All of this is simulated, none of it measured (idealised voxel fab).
Documented hereafter: the process module known as voxel transistor to metal.
Section shown: cut. Width: 295 nm. Cell size: 5 nm, square.
Throughout this document, each cross-section is represented as a grid of square cells and is presented as a sequence of bands enumerated from the top downward, where a band comprises one or more rows of cells.
First you get the band's top height and its bottom height, in nm, and then the materials it's made of, left to right, with each width in nm. If you see a single material with "all across", that one covers the band edge to edge. "blank" is empty space.
Convention: height 0 is the level below which the wafer, as received, is all one material. The lowest band does not terminate at the bottom but continues downward, represented as "from 0 down".
The width entry "30..40" should be interpreted row by row: the top row of cells in the band takes the first number, the bottom row takes the second number, and the change between adjacent rows is uniform throughout.
Key: "nothing different" - step with no changed cell in the cross-section.
"Unvented cavities" specifies each empty space that is not open to the top and that occupies no fewer than 8 cells, using the form width x height at distance, the distance measured from the left edge and all three quantities in nm.
Whatever follows a step's settings on its line is a remark the simulator itself makes about that step.
overlay nm: for a step with a mask, the amount by which the mask lay right of where it was planned; a negative amount means left of it.
Pairs, read this way: before one process step on the one hand, after it on the other, the after cross-section ending at the lowest band that changed; the step between, settings included, beneath. Same starting wafer throughout, but possibly different runs of this module, so no pair continues from the pair above unless its entry headed "Pre-process state" says so.

-- Pre-process state
    from 30 to 25  45 nm blank, then 30 nm HfO2, then 15 nm blank, then 30 nm HfO2, then 50 nm blank, then 30 nm HfO2, then 15 nm blank, then 30 nm HfO2, then 50 nm blank
    from 25 to 20  50 nm HfO2, then 20 nm TiN, then 5 nm HfO2, then 15 nm blank, then 5 nm HfO2, then 20 nm TiN, then 60 nm HfO2, then 20 nm TiN, then 5 nm HfO2, then 15 nm blank, then 5 nm HfO2, then 20 nm TiN, then 55 nm HfO2
    from 20 to 15  55 nm TiN, then 10 nm SiN, then 5 nm TiN, then 5 nm HfO2, then 15 nm blank, then 5 nm HfO2, then 5 nm TiN, then 10 nm SiN, then 70 nm TiN, then 10 nm SiN, then 5 nm TiN, then 5 nm HfO2, then 15 nm blank, then 5 nm HfO2, then 5 nm TiN, then 10 nm SiN, then 60 nm TiN
    from 15 to 5  55 nm SiO2, then 10 nm SiN, then 5 nm TiN, then 5 nm HfO2, then 15 nm blank, then 5 nm HfO2, then 5 nm TiN, then 10 nm SiN, then 70 nm SiO2, then 10 nm SiN, then 5 nm TiN, then 5 nm HfO2, then 15 nm blank, then 5 nm HfO2, then 5 nm TiN, then 10 nm SiN, then 60 nm SiO2
    from 5 to 0  40 nm SiO2, then 15 nm nSi, then 10 nm SiN, then 5 nm TiN, then 5 nm HfO2, then 15 nm blank, then 5 nm HfO2, then 5 nm TiN, then 10 nm SiN, then 15 nm nSi, then 40 nm SiO2, then 15 nm nSi, then 10 nm SiN, then 5 nm TiN, then 5 nm HfO2, then 15 nm blank, then 5 nm HfO2, then 5 nm TiN, then 10 nm SiN, then 15 nm nSi, then 45 nm SiO2
    from 0 to -5  25 nm SiO2, then 10 nm SiN, then 5 nm SiO2, then 15 nm nSi, then 10 nm SiN, then 5 nm TiN, then 25 nm HfO2, then 5 nm TiN, then 10 nm SiN, then 15 nm nSi, then 5 nm SiO2, then 10 nm SiN, then 10 nm SiO2, then 10 nm SiN, then 5 nm SiO2, then 15 nm nSi, then 10 nm SiN, then 5 nm TiN, then 25 nm HfO2, then 5 nm TiN, then 10 nm SiN, then 15 nm nSi, then 5 nm SiO2, then 10 nm SiN, then 30 nm SiO2
    from -5 to -10  35 nm SiO2, then 20 nm nSi, then 5 nm SiO2, then 45 nm TiN, then 5 nm SiO2, then 20 nm nSi, then 30 nm SiO2, then 20 nm nSi, then 5 nm SiO2, then 45 nm TiN, then 5 nm SiO2, then 20 nm nSi, then 40 nm SiO2
    from -10 to -20  35 nm SiO2, then 20 nm nSi, then 55 nm Si, then 20 nm nSi, then 30 nm SiO2, then 20 nm nSi, then 55 nm Si, then 20 nm nSi, then 40 nm SiO2
    from -20 to -45  35 nm SiO2, then 95 nm Si, then 30 nm SiO2, then 95 nm Si, then 40 nm SiO2
    from -45 down  Si all across
    Unvented cavities: none

-- Sectional Result
    from 35 to 30  W all across
    from 30 to 25  45 nm W, then 30 nm HfO2, then 15 nm W, then 30 nm HfO2, then 50 nm W, then 30 nm HfO2, then 15 nm W, then 30 nm HfO2, then 50 nm W
    from 25 to 20  50 nm HfO2, then 20 nm TiN, then 5 nm HfO2, then 15 nm W, then 5 nm HfO2, then 20 nm TiN, then 60 nm HfO2, then 20 nm TiN, then 5 nm HfO2, then 15 nm W, then 5 nm HfO2, then 20 nm TiN, then 55 nm HfO2
    from 20 to 15  55 nm TiN, then 10 nm SiN, then 5 nm TiN, then 5 nm HfO2, then 15 nm W, then 5 nm HfO2, then 5 nm TiN, then 10 nm SiN, then 70 nm TiN, then 10 nm SiN, then 5 nm TiN, then 5 nm HfO2, then 15 nm W, then 5 nm HfO2, then 5 nm TiN, then 10 nm SiN, then 60 nm TiN
    from 15 to 5  55 nm SiO2, then 10 nm SiN, then 5 nm TiN, then 5 nm HfO2, then 15 nm W, then 5 nm HfO2, then 5 nm TiN, then 10 nm SiN, then 70 nm SiO2, then 10 nm SiN, then 5 nm TiN, then 5 nm HfO2, then 15 nm W, then 5 nm HfO2, then 5 nm TiN, then 10 nm SiN, then 60 nm SiO2
    from 5 to 0  40 nm SiO2, then 15 nm nSi, then 10 nm SiN, then 5 nm TiN, then 5 nm HfO2, then 15 nm W, then 5 nm HfO2, then 5 nm TiN, then 10 nm SiN, then 15 nm nSi, then 40 nm SiO2, then 15 nm nSi, then 10 nm SiN, then 5 nm TiN, then 5 nm HfO2, then 15 nm W, then 5 nm HfO2, then 5 nm TiN, then 10 nm SiN, then 15 nm nSi, then 45 nm SiO2
    Beneath the level 0, the cross-section is identical to its previous state.
    Unvented cavities: none
Transition step, before and after shown above: FILL_DEP (material W; thk nm 5)

Pre-process state: The structure entering this step is exactly what the pair just above shows after its step.

-- Sectional Result
    from 15 to 5  55 nm SiO2, then 10 nm SiN, then 5 nm TiN, then 5 nm HfO2, then 15 nm W, then 5 nm HfO2, then 5 nm TiN, then 10 nm SiN, then 70 nm SiO2, then 10 nm SiN, then 5 nm TiN, then 5 nm HfO2, then 15 nm W, then 5 nm HfO2, then 5 nm TiN, then 10 nm SiN, then 60 nm SiO2
    Beneath the level 5, the cross-section is identical to its previous state.
    Unvented cavities: none
Transition step, before and after shown above: CMP (height nm 15)

Pre-process state: The structure entering this step is exactly what the pair just above shows after its step.

-- Sectional Result
    from 25 to 15  SiO2 all across
    Beneath the level 15, the cross-section is identical to its previous state.
    Unvented cavities: none
Transition step, before and after shown above: DIRECTIONAL_DEP (material SiO2; thk nm 10)

Pre-process state: The structure entering this step is exactly what the pair just above shows after its step.

-- Sectional Result
    from 40 to 25  aC all across
    Beneath the level 25, the cross-section is identical to its previous state.
    Unvented cavities: none
Transition step, before and after shown above: DIRECTIONAL_DEP (material aC; thk nm 15)

Pre-process state: The structure entering this step is exactly what the pair just above shows after its step.

-- Sectional Result
    from 75 to 40  35 nm resist, then 15 nm blank, then 65 nm resist, then 15 nm blank, then 30 nm resist, then 15 nm blank, then 65 nm resist, then 15 nm blank, then 40 nm resist
    Beneath the level 40, the cross-section is identical to its previous state.
    Unvented cavities: none
Transition step, before and after shown above: PATTERN (tone open; mask id CONTACT; material resist; width nm 15; thk nm 35; overlay nm 0)

Pre-process state: The structure entering this step is exactly what the pair just above shows after its step.

-- Sectional Result
    from 60 to 40  35 nm resist, then 15 nm blank, then 65 nm resist, then 15 nm blank, then 30 nm resist, then 15 nm blank, then 65 nm resist, then 15 nm blank, then 40 nm resist
    from 40 to 25  35 nm aC, then 15 nm blank, then 65 nm aC, then 15 nm blank, then 30 nm aC, then 15 nm blank, then 65 nm aC, then 15 nm blank, then 40 nm aC
    Beneath the level 25, the cross-section is identical to its previous state.
    Unvented cavities: none
Transition step, before and after shown above: DIRECTIONAL_ETCH (etch materials aC; depth nm 15)

Pre-process state: The structure entering this step is exactly what the pair just above shows after its step.

-- Sectional Result
    from 40 to 25  35 nm aC, then 15 nm blank, then 65 nm aC, then 15 nm blank, then 30 nm aC, then 15 nm blank, then 65 nm aC, then 15 nm blank, then 40 nm aC
    Beneath the level 25, the cross-section is identical to its previous state.
    Unvented cavities: none
Transition step, before and after shown above: STRIP (etch materials resist)

Pre-process state: The structure entering this step is exactly what the pair just above shows after its step.

-- Sectional Result
    from 40 to 25  35 nm aC, then 15 nm blank, then 65 nm aC, then 15 nm blank, then 30 nm aC, then 15 nm blank, then 65 nm aC, then 15 nm blank, then 40 nm aC
    from 25 to 15  35 nm SiO2, then 15 nm blank, then 65 nm SiO2, then 15 nm blank, then 30 nm SiO2, then 15 nm blank, then 65 nm SiO2, then 15 nm blank, then 40 nm SiO2
    from 15 to 5  35 nm SiO2, then 15 nm blank, then 5 nm SiO2, then 10 nm SiN, then 5 nm TiN, then 5 nm HfO2, then 15 nm W, then 5 nm HfO2, then 5 nm TiN, then 10 nm SiN, then 5 nm SiO2, then 15 nm blank, then 30 nm SiO2, then 15 nm blank, then 5 nm SiO2, then 10 nm SiN, then 5 nm TiN, then 5 nm HfO2, then 15 nm W, then 5 nm HfO2, then 5 nm TiN, then 10 nm SiN, then 5 nm SiO2, then 15 nm blank, then 40 nm SiO2
    from 5 to 0  35 nm SiO2, then 5 nm blank, then 15 nm nSi, then 10 nm SiN, then 5 nm TiN, then 5 nm HfO2, then 15 nm W, then 5 nm HfO2, then 5 nm TiN, then 10 nm SiN, then 15 nm nSi, then 5 nm blank, then 30 nm SiO2, then 5 nm blank, then 15 nm nSi, then 10 nm SiN, then 5 nm TiN, then 5 nm HfO2, then 15 nm W, then 5 nm HfO2, then 5 nm TiN, then 10 nm SiN, then 15 nm nSi, then 5 nm blank, then 40 nm SiO2
    from 0 to -5  25 nm SiO2, then 10 nm SiN, then 5 nm blank, then 15 nm nSi, then 10 nm SiN, then 5 nm TiN, then 25 nm HfO2, then 5 nm TiN, then 10 nm SiN, then 15 nm nSi, then 5 nm blank, then 10 nm SiN, then 10 nm SiO2, then 10 nm SiN, then 5 nm blank, then 15 nm nSi, then 10 nm SiN, then 5 nm TiN, then 25 nm HfO2, then 5 nm TiN, then 10 nm SiN, then 15 nm nSi, then 5 nm blank, then 10 nm SiN, then 30 nm SiO2
    Beneath the level -5, the cross-section is identical to its previous state.
    Unvented cavities: none
Transition step, before and after shown above: DIRECTIONAL_ETCH (etch materials SiO2; depth nm 30)

Pre-process state: The structure entering this step is exactly what the pair just above shows after its step.

-- Sectional Result
    from 25 to 15  35 nm SiO2, then 15 nm blank, then 65 nm SiO2, then 15 nm blank, then 30 nm SiO2, then 15 nm blank, then 65 nm SiO2, then 15 nm blank, then 40 nm SiO2
    Beneath the level 15, the cross-section is identical to its previous state.
    Unvented cavities: none
Transition step, before and after shown above: STRIP (etch materials aC)

Pre-process state: The structure entering this step is exactly what the pair just above shows after its step.

-- Sectional Result
    from 30 to 25  40 nm TiN, then 5 nm blank, then 75 nm TiN, then 5 nm blank, then 40 nm TiN, then 5 nm blank, then 75 nm TiN, then 5 nm blank, then 45 nm TiN
    from 25 to 15  35 nm SiO2, then 5 nm TiN, then 5 nm blank, then 5 nm TiN, then 65 nm SiO2, then 5 nm TiN, then 5 nm blank, then 5 nm TiN, then 30 nm SiO2, then 5 nm TiN, then 5 nm blank, then 5 nm TiN, then 65 nm SiO2, then 5 nm TiN, then 5 nm blank, then 5 nm TiN, then 40 nm SiO2
    from 15 to 10  35 nm SiO2, then 5 nm TiN, then 5 nm blank, then 5 nm TiN, then 5 nm SiO2, then 10 nm SiN, then 5 nm TiN, then 5 nm HfO2, then 15 nm W, then 5 nm HfO2, then 5 nm TiN, then 10 nm SiN, then 5 nm SiO2, then 5 nm TiN, then 5 nm blank, then 5 nm TiN, then 30 nm SiO2, then 5 nm TiN, then 5 nm blank, then 5 nm TiN, then 5 nm SiO2, then 10 nm SiN, then 5 nm TiN, then 5 nm HfO2, then 15 nm W, then 5 nm HfO2, then 5 nm TiN, then 10 nm SiN, then 5 nm SiO2, then 5 nm TiN, then 5 nm blank, then 5 nm TiN, then 40 nm SiO2
    from 10 to 5  35 nm SiO2, then 15 nm TiN, then 5 nm SiO2, then 10 nm SiN, then 5 nm TiN, then 5 nm HfO2, then 15 nm W, then 5 nm HfO2, then 5 nm TiN, then 10 nm SiN, then 5 nm SiO2, then 15 nm TiN, then 30 nm SiO2, then 15 nm TiN, then 5 nm SiO2, then 10 nm SiN, then 5 nm TiN, then 5 nm HfO2, then 15 nm W, then 5 nm HfO2, then 5 nm TiN, then 10 nm SiN, then 5 nm SiO2, then 15 nm TiN, then 40 nm SiO2
    from 5 to 0  35 nm SiO2, then 5 nm TiN, then 15 nm nSi, then 10 nm SiN, then 5 nm TiN, then 5 nm HfO2, then 15 nm W, then 5 nm HfO2, then 5 nm TiN, then 10 nm SiN, then 15 nm nSi, then 5 nm TiN, then 30 nm SiO2, then 5 nm TiN, then 15 nm nSi, then 10 nm SiN, then 5 nm TiN, then 5 nm HfO2, then 15 nm W, then 5 nm HfO2, then 5 nm TiN, then 10 nm SiN, then 15 nm nSi, then 5 nm TiN, then 40 nm SiO2
    from 0 to -5  25 nm SiO2, then 10 nm SiN, then 5 nm TiN, then 15 nm nSi, then 10 nm SiN, then 5 nm TiN, then 25 nm HfO2, then 5 nm TiN, then 10 nm SiN, then 15 nm nSi, then 5 nm TiN, then 10 nm SiN, then 10 nm SiO2, then 10 nm SiN, then 5 nm TiN, then 15 nm nSi, then 10 nm SiN, then 5 nm TiN, then 25 nm HfO2, then 5 nm TiN, then 10 nm SiN, then 15 nm nSi, then 5 nm TiN, then 10 nm SiN, then 30 nm SiO2
    Beneath the level -5, the cross-section is identical to its previous state.
    Unvented cavities: none
Transition step, before and after shown above: CONFORMAL_DEP (material TiN; thk nm 5)

Pre-process state: The structure entering this step is exactly what the pair just above shows after its step.

-- Sectional Result
    from 40 to 30  W all across
    from 30 to 25  40 nm TiN, then 5 nm W, then 75 nm TiN, then 5 nm W, then 40 nm TiN, then 5 nm W, then 75 nm TiN, then 5 nm W, then 45 nm TiN
    from 25 to 15  35 nm SiO2, then 5 nm TiN, then 5 nm W, then 5 nm TiN, then 65 nm SiO2, then 5 nm TiN, then 5 nm W, then 5 nm TiN, then 30 nm SiO2, then 5 nm TiN, then 5 nm W, then 5 nm TiN, then 65 nm SiO2, then 5 nm TiN, then 5 nm W, then 5 nm TiN, then 40 nm SiO2
    from 15 to 10  35 nm SiO2, then 5 nm TiN, then 5 nm W, then 5 nm TiN, then 5 nm SiO2, then 10 nm SiN, then 5 nm TiN, then 5 nm HfO2, then 15 nm W, then 5 nm HfO2, then 5 nm TiN, then 10 nm SiN, then 5 nm SiO2, then 5 nm TiN, then 5 nm W, then 5 nm TiN, then 30 nm SiO2, then 5 nm TiN, then 5 nm W, then 5 nm TiN, then 5 nm SiO2, then 10 nm SiN, then 5 nm TiN, then 5 nm HfO2, then 15 nm W, then 5 nm HfO2, then 5 nm TiN, then 10 nm SiN, then 5 nm SiO2, then 5 nm TiN, then 5 nm W, then 5 nm TiN, then 40 nm SiO2
    Beneath the level 10, the cross-section is identical to its previous state.
    Unvented cavities: none
Transition step, before and after shown above: FILL_DEP (material W; thk nm 10)

Pre-process state: The structure entering this step is exactly what the pair just above shows after its step.

-- Sectional Result
    from 25 to 15  35 nm SiO2, then 5 nm TiN, then 5 nm W, then 5 nm TiN, then 65 nm SiO2, then 5 nm TiN, then 5 nm W, then 5 nm TiN, then 30 nm SiO2, then 5 nm TiN, then 5 nm W, then 5 nm TiN, then 65 nm SiO2, then 5 nm TiN, then 5 nm W, then 5 nm TiN, then 40 nm SiO2
    Beneath the level 15, the cross-section is identical to its previous state.
    Unvented cavities: none
Transition step, before and after shown above: CMP (height nm 25)

Pre-process state: The structure entering this step is exactly what the pair just above shows after its step.

-- Sectional Result
    from 30 to 25  TiN all across
    Beneath the level 25, the cross-section is identical to its previous state.
    Unvented cavities: none
Transition step, before and after shown above: DIRECTIONAL_DEP (material TiN; thk nm 5)

Pre-process state: The structure entering this step is exactly what the pair just above shows after its step.

-- Sectional Result
    from 50 to 30  W all across
    Beneath the level 30, the cross-section is identical to its previous state.
    Unvented cavities: none
Transition step, before and after shown above: DIRECTIONAL_DEP (material W; thk nm 20)

Pre-process state: The structure entering this step is exactly what the pair just above shows after its step.

-- Sectional Result
    from 60 to 50  aC all across
    Beneath the level 50, the cross-section is identical to its previous state.
    Unvented cavities: none
Transition step, before and after shown above: DIRECTIONAL_DEP (material aC; thk nm 10)

Pre-process state: The structure entering this step is exactly what the pair just above shows after its step.

-- Sectional Result
    from 85 to 60  35 nm blank, then 15 nm resist, then 65 nm blank, then 15 nm resist, then 30 nm blank, then 15 nm resist, then 65 nm blank, then 15 nm resist, then 40 nm blank
    Beneath the level 60, the cross-section is identical to its previous state.
    Unvented cavities: none
Transition step, before and after shown above: PATTERN (tone cover; mask id METAL_1; material resist; width nm 15; thk nm 25; overlay nm 0)

Pre-process state: The structure entering this step is exactly what the pair just above shows after its step.

-- Sectional Result
    from 75 to 60  35 nm blank, then 15 nm resist, then 65 nm blank, then 15 nm resist, then 30 nm blank, then 15 nm resist, then 65 nm blank, then 15 nm resist, then 40 nm blank
    from 60 to 50  35 nm blank, then 15 nm aC, then 65 nm blank, then 15 nm aC, then 30 nm blank, then 15 nm aC, then 65 nm blank, then 15 nm aC, then 40 nm blank
    Beneath the level 50, the cross-section is identical to its previous state.
    Unvented cavities: none
Transition step, before and after shown above: DIRECTIONAL_ETCH (etch materials aC; depth nm 10)

Pre-process state: The structure entering this step is exactly what the pair just above shows after its step.

-- Sectional Result
    from 60 to 50  35 nm blank, then 15 nm aC, then 65 nm blank, then 15 nm aC, then 30 nm blank, then 15 nm aC, then 65 nm blank, then 15 nm aC, then 40 nm blank
    Beneath the level 50, the cross-section is identical to its previous state.
    Unvented cavities: none
Transition step, before and after shown above: STRIP (etch materials resist)

Pre-process state: The structure entering this step is exactly what the pair just above shows after its step.

-- Sectional Result
    from 60 to 50  35 nm blank, then 15 nm aC, then 65 nm blank, then 15 nm aC, then 30 nm blank, then 15 nm aC, then 65 nm blank, then 15 nm aC, then 40 nm blank
    from 50 to 30  35 nm blank, then 15 nm W, then 65 nm blank, then 15 nm W, then 30 nm blank, then 15 nm W, then 65 nm blank, then 15 nm W, then 40 nm blank
    Beneath the level 30, the cross-section is identical to its previous state.
    Unvented cavities: none
Transition step, before and after shown above: DIRECTIONAL_ETCH (etch materials W; depth nm 20)

Pre-process state: The structure entering this step is exactly what the pair just above shows after its step.

-- Sectional Result
    from 60 to 50  35 nm blank, then 15 nm aC, then 65 nm blank, then 15 nm aC, then 30 nm blank, then 15 nm aC, then 65 nm blank, then 15 nm aC, then 40 nm blank
    from 50 to 30  35 nm blank, then 15 nm W, then 65 nm blank, then 15 nm W, then 30 nm blank, then 15 nm W, then 65 nm blank, then 15 nm W, then 40 nm blank
    from 30 to 25  35 nm blank, then 15 nm TiN, then 65 nm blank, then 15 nm TiN, then 30 nm blank, then 15 nm TiN, then 65 nm blank, then 15 nm TiN, then 40 nm blank
    Beneath the level 25, the cross-section is identical to its previous state.
    Unvented cavities: none
Transition step, before and after shown above: DIRECTIONAL_ETCH (etch materials TiN; depth nm 5)

Pre-process state: The structure entering this step is exactly what the pair just above shows after its step.

-- Sectional Result
    from 50 to 30  35 nm blank, then 15 nm W, then 65 nm blank, then 15 nm W, then 30 nm blank, then 15 nm W, then 65 nm blank, then 15 nm W, then 40 nm blank
    Beneath the level 30, the cross-section is identical to its previous state.
    Unvented cavities: none
Transition step, before and after shown above: STRIP (etch materials aC)

Pre-process state: The structure entering this step is exactly what the pair just above shows after its step.

-- Sectional Result
    from 55 to 50  SiO2 all across
    from 50 to 30  35 nm SiO2, then 15 nm W, then 65 nm SiO2, then 15 nm W, then 30 nm SiO2, then 15 nm W, then 65 nm SiO2, then 15 nm W, then 40 nm SiO2
    from 30 to 25  35 nm SiO2, then 15 nm TiN, then 65 nm SiO2, then 15 nm TiN, then 30 nm SiO2, then 15 nm TiN, then 65 nm SiO2, then 15 nm TiN, then 40 nm SiO2
    Beneath the level 25, the cross-section is identical to its previous state.
    Unvented cavities: none
Transition step, before and after shown above: FILL_DEP (material SiO2; thk nm 5)

Pre-process state: The structure entering this step is exactly what the pair just above shows after its step.

-- Sectional Result
    from 50 to 30  35 nm SiO2, then 15 nm W, then 65 nm SiO2, then 15 nm W, then 30 nm SiO2, then 15 nm W, then 65 nm SiO2, then 15 nm W, then 40 nm SiO2
    Beneath the level 30, the cross-section is identical to its previous state.
    Unvented cavities: none
Transition step, before and after shown above: CMP (height nm 50)

Pre-process state: The structure entering this step is exactly what the pair just above shows after its step.

-- Sectional Result
    from 55 to 50  SiCN all across
    Beneath the level 50, the cross-section is identical to its previous state.
    Unvented cavities: none
Transition step, before and after shown above: CONFORMAL_DEP (material SiCN; thk nm 5)

Pre-process state: The structure entering this step is exactly what the pair just above shows after its step.

-- Sectional Result
    from 85 to 55  SiO2 all across
    Beneath the level 55, the cross-section is identical to its previous state.
    Unvented cavities: none
Transition step, before and after shown above: DIRECTIONAL_DEP (material SiO2; thk nm 30)

Pre-process state: The structure entering this step is exactly what the pair just above shows after its step.

-- Sectional Result
    from 95 to 85  aC all across
    Beneath the level 85, the cross-section is identical to its previous state.
    Unvented cavities: none
Transition step, before and after shown above: DIRECTIONAL_DEP (material aC; thk nm 10)

Pre-process state: The structure entering this step is exactly what the pair just above shows after its step.

-- Sectional Result
    from 125 to 95  35 nm resist, then 15 nm blank, then 110 nm resist, then 15 nm blank, then 120 nm resist
    Beneath the level 95, the cross-section is identical to its previous state.
    Unvented cavities: none
Transition step, before and after shown above: PATTERN (tone open; mask id METAL_2; material resist; width nm 15; pitch nm 125; thk nm 30; overlay nm 0)

Pre-process state: The structure entering this step is exactly what the pair just above shows after its step.

-- Sectional Result
    from 115 to 95  35 nm resist, then 15 nm blank, then 110 nm resist, then 15 nm blank, then 120 nm resist
    from 95 to 85  35 nm aC, then 15 nm blank, then 110 nm aC, then 15 nm blank, then 120 nm aC
    Beneath the level 85, the cross-section is identical to its previous state.
    Unvented cavities: none
Transition step, before and after shown above: DIRECTIONAL_ETCH (etch materials aC; depth nm 10)

Pre-process state: The structure entering this step is exactly what the pair just above shows after its step.

-- Sectional Result
    from 95 to 85  35 nm aC, then 15 nm blank, then 110 nm aC, then 15 nm blank, then 120 nm aC
    Beneath the level 85, the cross-section is identical to its previous state.
    Unvented cavities: none
Transition step, before and after shown above: STRIP (etch materials resist)

Pre-process state: The structure entering this step is exactly what the pair just above shows after its step.

-- Sectional Result
    from 95 to 85  35 nm aC, then 15 nm blank, then 110 nm aC, then 15 nm blank, then 120 nm aC
    from 85 to 65  35 nm SiO2, then 15 nm blank, then 110 nm SiO2, then 15 nm blank, then 120 nm SiO2
    Beneath the level 65, the cross-section is identical to its previous state.
    Unvented cavities: none
Transition step, before and after shown above: DIRECTIONAL_ETCH (etch materials SiO2; depth nm 20)

Pre-process state: The structure entering this step is exactly what the pair just above shows after its step.

-- Sectional Result
    from 85 to 65  35 nm SiO2, then 15 nm blank, then 110 nm SiO2, then 15 nm blank, then 120 nm SiO2
    Beneath the level 65, the cross-section is identical to its previous state.
    Unvented cavities: none
Transition step, before and after shown above: STRIP (etch materials aC)

Pre-process state: The structure entering this step is exactly what the pair just above shows after its step.

-- Sectional Result
    from 100 to 85  35 nm aC, then 15 nm blank, then 110 nm aC, then 15 nm blank, then 120 nm aC
    from 85 to 80  35 nm SiO2, then 15 nm blank, then 110 nm SiO2, then 15 nm blank, then 120 nm SiO2
    from 80 to 65  35 nm SiO2, then 15 nm aC, then 110 nm SiO2, then 15 nm aC, then 120 nm SiO2
    Beneath the level 65, the cross-section is identical to its previous state.
    Unvented cavities: none
Transition step, before and after shown above: DIRECTIONAL_DEP (material aC; thk nm 15)

Pre-process state: The structure entering this step is exactly what the pair just above shows after its step.

-- Sectional Result
    from 130 to 100  35 nm resist, then 15 nm blank, then 110 nm resist, then 15 nm blank, then 120 nm resist
    Beneath the level 100, the cross-section is identical to its previous state.
    Unvented cavities: none
Transition step, before and after shown above: PATTERN (tone open; mask id METAL_2_HOLES; material resist; width nm 15; pitch nm 125; thk nm 30; overlay nm 0)

Pre-process state: The structure entering this step is exactly what the pair just above shows after its step.

-- Sectional Result
    from 115 to 100  35 nm resist, then 15 nm blank, then 110 nm resist, then 15 nm blank, then 120 nm resist
    from 100 to 85  35 nm aC, then 15 nm blank, then 110 nm aC, then 15 nm blank, then 120 nm aC
    from 85 to 65  35 nm SiO2, then 15 nm blank, then 110 nm SiO2, then 15 nm blank, then 120 nm SiO2
    Beneath the level 65, the cross-section is identical to its previous state.
    Unvented cavities: none
Transition step, before and after shown above: DIRECTIONAL_ETCH (etch materials aC; depth nm 15)

Pre-process state: The structure entering this step is exactly what the pair just above shows after its step.

-- Sectional Result
    from 100 to 85  35 nm aC, then 15 nm blank, then 110 nm aC, then 15 nm blank, then 120 nm aC
    Beneath the level 85, the cross-section is identical to its previous state.
    Unvented cavities: none
Transition step, before and after shown above: STRIP (etch materials resist)

Pre-process state: The structure entering this step is exactly what the pair just above shows after its step.

-- Sectional Result
    from 100 to 85  35 nm aC, then 15 nm blank, then 110 nm aC, then 15 nm blank, then 120 nm aC
    from 85 to 55  35 nm SiO2, then 15 nm blank, then 110 nm SiO2, then 15 nm blank, then 120 nm SiO2
    Beneath the level 55, the cross-section is identical to its previous state.
    Unvented cavities: none
Transition step, before and after shown above: DIRECTIONAL_ETCH (etch materials SiO2; depth nm 10)

Pre-process state: The structure entering this step is exactly what the pair just above shows after its step.

-- Sectional Result
    from 100 to 85  35 nm aC, then 15 nm blank, then 110 nm aC, then 15 nm blank, then 120 nm aC
    from 85 to 55  35 nm SiO2, then 15 nm blank, then 110 nm SiO2, then 15 nm blank, then 120 nm SiO2
    from 55 to 50  35 nm SiCN, then 15 nm blank, then 110 nm SiCN, then 15 nm blank, then 120 nm SiCN
    Beneath the level 50, the cross-section is identical to its previous state.
    Unvented cavities: none
Transition step, before and after shown above: DIRECTIONAL_ETCH (etch materials SiCN; depth nm 5)

Pre-process state: The structure entering this step is exactly what the pair just above shows after its step.

-- Sectional Result
    from 85 to 55  35 nm SiO2, then 15 nm blank, then 110 nm SiO2, then 15 nm blank, then 120 nm SiO2
    Beneath the level 55, the cross-section is identical to its previous state.
    Unvented cavities: none
Transition step, before and after shown above: STRIP (etch materials aC)

Pre-process state: The structure entering this step is exactly what the pair just above shows after its step.

-- Sectional Result
    from 90 to 85  40 nm TiN, then 5 nm blank, then 120 nm TiN, then 5 nm blank, then 125 nm TiN
    from 85 to 55  35 nm SiO2, then 5 nm TiN, then 5 nm blank, then 5 nm TiN, then 110 nm SiO2, then 5 nm TiN, then 5 nm blank, then 5 nm TiN, then 120 nm SiO2
    from 55 to 50  35 nm SiCN, then 15 nm TiN, then 110 nm SiCN, then 15 nm TiN, then 120 nm SiCN
    Beneath the level 50, the cross-section is identical to its previous state.
    Unvented cavities: none
Transition step, before and after shown above: CONFORMAL_DEP (material TiN; thk nm 5)

Pre-process state: The structure entering this step is exactly what the pair just above shows after its step.

-- Sectional Result
    from 100 to 90  Ru all across
    from 90 to 85  40 nm TiN, then 5 nm Ru, then 120 nm TiN, then 5 nm Ru, then 125 nm TiN
    from 85 to 55  35 nm SiO2, then 5 nm TiN, then 5 nm Ru, then 5 nm TiN, then 110 nm SiO2, then 5 nm TiN, then 5 nm Ru, then 5 nm TiN, then 120 nm SiO2
    Beneath the level 55, the cross-section is identical to its previous state.
    Unvented cavities: none
Transition step, before and after shown above: FILL_DEP (material Ru; thk nm 10)

Pre-process state: The structure entering this step is exactly what the pair just above shows after its step.

-- Sectional Result
    from 85 to 55  35 nm SiO2, then 5 nm TiN, then 5 nm Ru, then 5 nm TiN, then 110 nm SiO2, then 5 nm TiN, then 5 nm Ru, then 5 nm TiN, then 120 nm SiO2
    Beneath the level 55, the cross-section is identical to its previous state.
    Unvented cavities: none
Transition step, before and after shown above: CMP (height nm 85)

Pre-process state: The structure entering this step is exactly what the pair just above shows after its step.

-- Sectional Result
    from 90 to 85  SiN all across
    Beneath the level 85, the cross-section is identical to its previous state.
    Unvented cavities: none
Transition step, before and after shown above: CONFORMAL_DEP (material SiN; thk nm 5)
